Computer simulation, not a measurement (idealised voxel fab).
Process module name: voxel wiring stack
FYI the section here is cut, 140 nm wide, cells are 5 nm squares.
Reading order for cross-sections: top band down to bottom band. Underlying form: a grid of square cells. Band size: one or more rows of cells. This entry defines a band. It first specifies the height of the band's top and the height of its bottom in nm, and then specifies the band's materials from left to right, stating each material with its width in nm. The word "full width" identifies a single material that fills the band from edge to edge, while the word "empty" identifies empty space. Heights are measured from 0, the level below which the as-received wafer is all one material; the lowest band has no bottom and continues downward, written as in "top 0, no bottom". With a width like "30..40", each row of cells in the band differs from the next by the same amount, the top row carrying the first number and the bottom row the second. "everything unchanged" -> step changed no cross-section cell. Any empty space of 8 cells or more lacking an open way to the top shows up in "Tabulated closed voids" as width x height at distance, distance from the left edge, in nm. Step line, after settings: the simulator's comment on this step. Regarding "overlay nm": on a step with a mask, it is the distance the mask lay to the right of its planned place; a negative value places it to the left.

Process steps foreseen in the plan
1. RECEIVE: material Si
2. CONFORMAL_DEP: material SiO2, thk nm 10
3. CONFORMAL_DEP: material SiN, thk nm 5
4. DIRECTIONAL_DEP: material lowk, thk nm 15
5. PATTERN: tone open, mask id METAL_1, material resist, width nm 30, pitch nm 50, thk nm 20, overlay nm 0
6. DIRECTIONAL_ETCH: etch materials lowk, depth nm 15
7. DIRECTIONAL_ETCH: etch materials SiN, depth nm 5
8. STRIP: etch materials resist
9. CONFORMAL_DEP: material TiN, thk nm 5
10. FILL_DEP: material Cu, thk nm 5
11. CMP: height nm 30
12. CONFORMAL_DEP: material SiCN, thk nm 5
13. DIRECTIONAL_DEP: material SiO2, thk nm 30
14. MASKED_ETCH: tone open, mask id METAL_2_HOLES, width nm 15, pitch nm 50, etch materials SiO2, depth nm 30, overlay nm 0
15. DIRECTIONAL_DEP: material aC, thk nm 15
16. PATTERN: tone open, mask id METAL_2, material resist, width nm 30, pitch nm 50, thk nm 30, overlay nm 0
17. DIRECTIONAL_ETCH: etch materials aC, depth nm 15
18. STRIP: etch materials resist
19. DIRECTIONAL_ETCH: etch materials SiO2, depth nm 15
20. DIRECTIONAL_ETCH: etch materials SiCN, depth nm 5
21. STRIP: etch materials aC
22. CONFORMAL_DEP: material TiN, thk nm 5
23. FILL_DEP: material Cu, thk nm 5
24. CMP: height nm 65
25. CONFORMAL_DEP: material SiCN, thk nm 5
26. DIRECTIONAL_DEP: material lowk, thk nm 10
27. PATTERN: tone open, mask id PLUG_2, material resist, width nm 15, pitch nm 50, thk nm 15, overlay nm 0
28. DIRECTIONAL_ETCH: etch materials lowk, depth nm 10
29. DIRECTIONAL_ETCH: etch materials SiCN, depth nm 5
30. STRIP: etch materials resist
31. EPI: material Ru, thk nm 10
32. EPI: material Ru, thk nm 5
33. CONFORMAL_DEP: material SiCN, thk nm 5
34. DIRECTIONAL_DEP: material lowk, thk nm 15
35. PATTERN: tone open, mask id METAL_3, material resist, width nm 30, pitch nm 50, thk nm 20, overlay nm 0
36. DIRECTIONAL_ETCH: etch materials lowk, depth nm 15
37. DIRECTIONAL_ETCH: etch materials SiCN, depth nm 5
38. STRIP: etch materials resist
39. CONFORMAL_DEP: material TiN, thk nm 5
40. FILL_DEP: material Ru, thk nm 5
41. CMP: height nm 100
42. EPI: material Ru, thk nm 5
43. FILL_DEP: material SiCN, thk nm 5
44. DIRECTIONAL_DEP: material lowk, thk nm 30
45. PATTERN: tone open, mask id METAL_4_HOLES, material resist, width nm 15, thk nm 20, overlay nm 0
46. DIRECTIONAL_ETCH: etch materials lowk, depth nm 30
47. STRIP: etch materials resist
48. PATTERN: tone open, mask id METAL_4, material resist, width nm 30, pitch nm 50, thk nm 15, overlay nm 0
49. DIRECTIONAL_ETCH: etch materials lowk, depth nm 15
50. DIRECTIONAL_ETCH: etch materials SiCN, depth nm 5
51. STRIP: etch materials resist
52. CONFORMAL_DEP: material TiN, thk nm 5
53. FILL_DEP: material Cu, thk nm 10
54. CMP: height nm 140
55. CONFORMAL_DEP: material SiN, thk nm 5

So this is the incoming wafer in cross-section - it's already been through step 1
- top 0, no bottom: Si full width
- Tabulated closed voids: none

Here's the wafer cut in cross-section after the module, started and planned just like above, except one thing was done wrong in the run
- top 145, bottom 140: SiN full width
- top 140, bottom 130: lowk (30) / TiN (5) / Cu (20) / TiN (5) / lowk (20) / TiN (5) / Cu (20) / TiN (5) / lowk (30)
- top 130, bottom 125: lowk (30) / TiN (5) / Cu (5) / TiN (20) / lowk (20) / TiN (30) / lowk (30)
- top 125, bottom 110: lowk (30) / TiN (5) / Cu (5) / TiN (5) / lowk (95)
- top 110, bottom 105: SiCN (30) / TiN (15) / SiCN (95)
- top 105, bottom 100: SiCN (25) / Ru (40) / SiCN (10) / Ru (40) / SiCN (25)
- top 100, bottom 90: lowk (30) / TiN (5) / Ru (20) / TiN (5) / lowk (20) / TiN (5) / Ru (20) / TiN (5) / lowk (30)
- top 90, bottom 85: lowk (30) / TiN (30) / lowk (20) / TiN (30) / lowk (30)
- top 85, bottom 80: Cu full width
- top 80, bottom 70: lowk (30) / Ru (15) / lowk (35) / Ru (15) / lowk (45)
- top 70, bottom 65: SiCN (30) / Ru (15) / SiCN (35) / Ru (15) / SiCN (45)
- top 65, bottom 55: SiO2 (30) / TiN (5) / Cu (20) / TiN (5) / SiO2 (20) / TiN (5) / Cu (20) / TiN (5) / SiO2 (30)
- top 55, bottom 50: SiO2 (30) / TiN (5) / Cu (5) / TiN (20) / SiO2 (20) / TiN (5) / Cu (5) / TiN (20) / SiO2 (30)
- top 50, bottom 35: SiO2 (30) / TiN (5) / Cu (5) / TiN (5) / SiO2 (35) / TiN (5) / Cu (5) / TiN (5) / SiO2 (45)
- top 35, bottom 30: SiCN (30) / TiN (15) / SiCN (35) / TiN (15) / SiCN (45)
- top 30, bottom 15: lowk (30) / TiN (5) / Cu (20) / TiN (5) / lowk (20) / TiN (5) / Cu (20) / TiN (5) / lowk (30)
- top 15, bottom 10: SiN (30) / TiN (30) / SiN (20) / TiN (30) / SiN (30)
- top 10, bottom 0: SiO2 full width
- top 0, no bottom: Si full width
- Tabulated closed voids: none
The mistake made against the process plan was this: off-plan run, step 33, actual operation and settings CONFORMAL_DEP: material Cu, thk nm 5
